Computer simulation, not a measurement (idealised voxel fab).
The process module that follows is named voxel quadruple lines.
The figure presents cross-section cut, which has a width of 295 nm and is divided into square cells with an edge length of 5 nm.
In this document a cross-section is written as a grid of square cells. It is given as a series of bands, listed from the top down, and a band is one or more rows of cells.
Top, bottom (nm), then materials left to right with widths (nm); lone material tagged "full width" fills the whole band edge to edge; "air" = empty space.
A quick word on heights: they are counted from 0, and under that level the wafer as it came to us is one material throughout. The lowest band is different from the rest in having no bottom; it simply continues downward, written as in "0 and below".
Width: "30 to 40" (first number = top row, second number = bottom row, same change from row to row of cells).
A step reported as "nothing changed" is a step in which no cell of the cross-section changed.
Listed in "Sealed cavities": every empty space of 8 or more cells without an open way to the top. Form: width x height at distance, the distance being from the left edge, all in nm.
Anything after a step's settings on that line? It's the simulator's own note about the step.
On any step carrying a mask, the "overlay nm" setting, if present on the step's line, tells how far right of its planned place the mask lay; negative values point to the left.
[List of planned process steps]
1 RECEIVE (material Si)
2 CONFORMAL_DEP (material Al2O3; thk nm 5)
3 DIRECTIONAL_DEP (material TiN; thk nm 15)
4 DIRECTIONAL_DEP (material polySi; thk nm 20)
5 DIRECTIONAL_DEP (material aC; thk nm 20)
6 PATTERN (tone cover; mask id MANDREL; material resist; width nm 30; thk nm 30; overlay nm 0)
7 DIRECTIONAL_ETCH (etch materials aC; depth nm 20)
8 STRIP (etch materials resist)
9 CONFORMAL_DEP (material SiO2; thk nm 10)
10 DIRECTIONAL_ETCH (etch materials SiO2; depth nm 10)
11 STRIP (etch materials aC)
12 DIRECTIONAL_ETCH (etch materials polySi; depth nm 20)
13 STRIP (etch materials SiO2)
14 CONFORMAL_DEP (material SiCN; thk nm 10)
15 DIRECTIONAL_ETCH (etch materials SiCN; depth nm 10)
16 STRIP (etch materials polySi)
17 DIRECTIONAL_ETCH (etch materials TiN; depth nm 15)
18 STRIP (etch materials SiCN)
[First of two wafers, processed according to plan]
[Cross-section, incoming material, after step 1]
  0 and below: Si full width
  Sealed cavities: none
[Upon completion of step 2, the wafer appears in cross-section as shown]
  5 down to 0: Al2O3 full width
  Beneath the level 0, the cross-section is identical to its previous state.
[Upon completion of step 3, the wafer appears in cross-section as shown]
  20 down to 5: TiN full width
  Beneath the level 5, the cross-section is identical to its previous state.
[Upon completion of step 4, the wafer appears in cross-section as shown]
  40 down to 20: polySi full width
  Beneath the level 20, the cross-section is identical to its previous state.
[Upon completion of step 5, the wafer appears in cross-section as shown]
  60 down to 40: aC full width
  Beneath the level 40, the cross-section is identical to its previous state.
[Upon completion of step 6, the wafer appears in cross-section as shown]
  90 down to 60: 130 air, then 30 resist, then 135 air
  Beneath the level 60, the cross-section is identical to its previous state.
[Upon completion of step 7, the wafer appears in cross-section as shown]
  70 down to 60: 130 air, then 30 resist, then 135 air
  60 down to 40: 130 air, then 30 aC, then 135 air
  Beneath the level 40, the cross-section is identical to its previous state.
[Upon completion of step 8, the wafer appears in cross-section as shown]
  60 down to 40: 130 air, then 30 aC, then 135 air
  Beneath the level 40, the cross-section is identical to its previous state.
[Upon completion of step 9, the wafer appears in cross-section as shown]
  70 down to 60: 120 air, then 50 SiO2, then 125 air
  60 down to 50: 120 air, then 10 SiO2, then 30 aC, then 10 SiO2, then 125 air
  50 down to 40: 130 SiO2, then 30 aC, then 135 SiO2
  Beneath the level 40, the cross-section is identical to its previous state.
[Upon completion of step 10, the wafer appears in cross-section as shown]
  60 down to 40: 120 air, then 10 SiO2, then 30 aC, then 10 SiO2, then 125 air
  Beneath the level 40, the cross-section is identical to its previous state.
[Upon completion of step 11, the wafer appears in cross-section as shown]
  60 down to 40: 120 air, then 10 SiO2, then 30 air, then 10 SiO2, then 125 air
  Beneath the level 40, the cross-section is identical to its previous state.
[Upon completion of step 12, the wafer appears in cross-section as shown]
  60 down to 40: 120 air, then 10 SiO2, then 30 air, then 10 SiO2, then 125 air
  40 down to 20: 120 air, then 10 polySi, then 30 air, then 10 polySi, then 125 air
  Beneath the level 20, the cross-section is identical to its previous state.
[Upon completion of step 13, the wafer appears in cross-section as shown]
  40 down to 20: 120 air, then 10 polySi, then 30 air, then 10 polySi, then 125 air
  Beneath the level 20, the cross-section is identical to its previous state.
[Upon completion of step 14, the wafer appears in cross-section as shown]
  50 down to 40: 110 air, then 30 SiCN, then 10 air, then 30 SiCN, then 115 air
  40 down to 30: 110 air, then 10 SiCN, then 10 polySi, then 10 SiCN, then 10 air, then 10 SiCN, then 10 polySi, then 10 SiCN, then 115 air
  30 down to 20: 120 SiCN, then 10 polySi, then 30 SiCN, then 10 polySi, then 125 SiCN
  Beneath the level 20, the cross-section is identical to its previous state.
[Upon completion of step 15, the wafer appears in cross-section as shown]
  40 down to 20: 110 air, then 10 SiCN, then 10 polySi, then 10 SiCN, then 10 air, then 10 SiCN, then 10 polySi, then 10 SiCN, then 115 air
  Beneath the level 20, the cross-section is identical to its previous state.
[Upon completion of step 16, the wafer appears in cross-section as shown]
  40 down to 20: 110 air, then 10 SiCN, then 10 air, then 10 SiCN, then 10 air, then 10 SiCN, then 10 air, then 10 SiCN, then 115 air
  Beneath the level 20, the cross-section is identical to its previous state.
[Upon completion of step 17, the wafer appears in cross-section as shown]
  40 down to 20: 110 air, then 10 SiCN, then 10 air, then 10 SiCN, then 10 air, then 10 SiCN, then 10 air, then 10 SiCN, then 115 air
  20 down to 5: 110 air, then 10 TiN, then 10 air, then 10 TiN, then 10 air, then 10 TiN, then 10 air, then 10 TiN, then 115 air
  Beneath the level 5, the cross-section is identical to its previous state.
[Upon completion of step 18, the wafer appears in cross-section as shown]
  20 down to 5: 110 air, then 10 TiN, then 10 air, then 10 TiN, then 10 air, then 10 TiN, then 10 air, then 10 TiN, then 115 air
  Beneath the level 5, the cross-section is identical to its previous state.
[The second wafer was prepared from the same starting point and under the same plan as the first; its processing contained one mistake, and it remains indistinguishable from the first wafer up to and including step 8]
[The second wafer cut through, at the time step 9 was supposed to be finished]
  70 down to 60: 120 air, then 50 TiN, then 125 air
  60 down to 50: 120 air, then 10 TiN, then 30 aC, then 10 TiN, then 125 air
  50 down to 40: 130 TiN, then 30 aC, then 135 TiN
  Beneath the level 40, the cross-section is identical to its previous state.
The second wafer cut through, at the time step 10 was supposed to be finished: nothing changed
The second wafer cut through, at the time step 11 was supposed to be finished: nothing changed
The second wafer cut through, at the time step 12 was supposed to be finished: nothing changed
The second wafer cut through, at the time step 13 was supposed to be finished: nothing changed
[The second wafer cut through, at the time step 14 was supposed to be finished]
  80 down to 70: 110 air, then 70 SiCN, then 115 air
  70 down to 60: 110 air, then 10 SiCN, then 50 TiN, then 10 SiCN, then 115 air
  60 down to 50: 120 SiCN, then 10 TiN, then 30 aC, then 10 TiN, then 125 SiCN
  Beneath the level 50, the cross-section is identical to its previous state.
[The second wafer cut through, at the time step 15 was supposed to be finished]
  70 down to 60: 110 air, then 10 SiCN, then 50 TiN, then 10 SiCN, then 115 air
  60 down to 50: 110 air, then 10 SiCN, then 10 TiN, then 30 aC, then 10 TiN, then 10 SiCN, then 115 air
  Beneath the level 50, the cross-section is identical to its previous state.
The second wafer cut through, at the time step 16 was supposed to be finished: nothing changed
[The second wafer cut through, at the time step 17 was supposed to be finished]
  70 down to 60: 110 air, then 10 SiCN, then 50 air, then 10 SiCN, then 115 air
  60 down to 55: 110 air, then 10 SiCN, then 10 air, then 30 aC, then 10 air, then 10 SiCN, then 115 air
  55 down to 50: 110 air, then 10 SiCN, then 10 TiN, then 30 aC, then 10 TiN, then 10 SiCN, then 115 air
  50 down to 40: 110 air, then 20 TiN, then 30 aC, then 20 TiN, then 115 air
  Beneath the level 40, the cross-section is identical to its previous state.
[The second wafer cut through, at the time step 18 was supposed to be finished]
  60 down to 55: 130 air, then 30 aC, then 135 air
  55 down to 50: 120 air, then 10 TiN, then 30 aC, then 10 TiN, then 125 air
  Beneath the level 50, the cross-section is identical to its previous state.
Short version of what went wrong: step 9 went in with a setting other than planned; the actual run was CONFORMAL_DEP (material TiN; thk nm 10)
The final cell counts differ between the wafers, with the second having more or fewer of some materials than the first: TiN: 173 more; aC: 24 more; polySi: 236 more
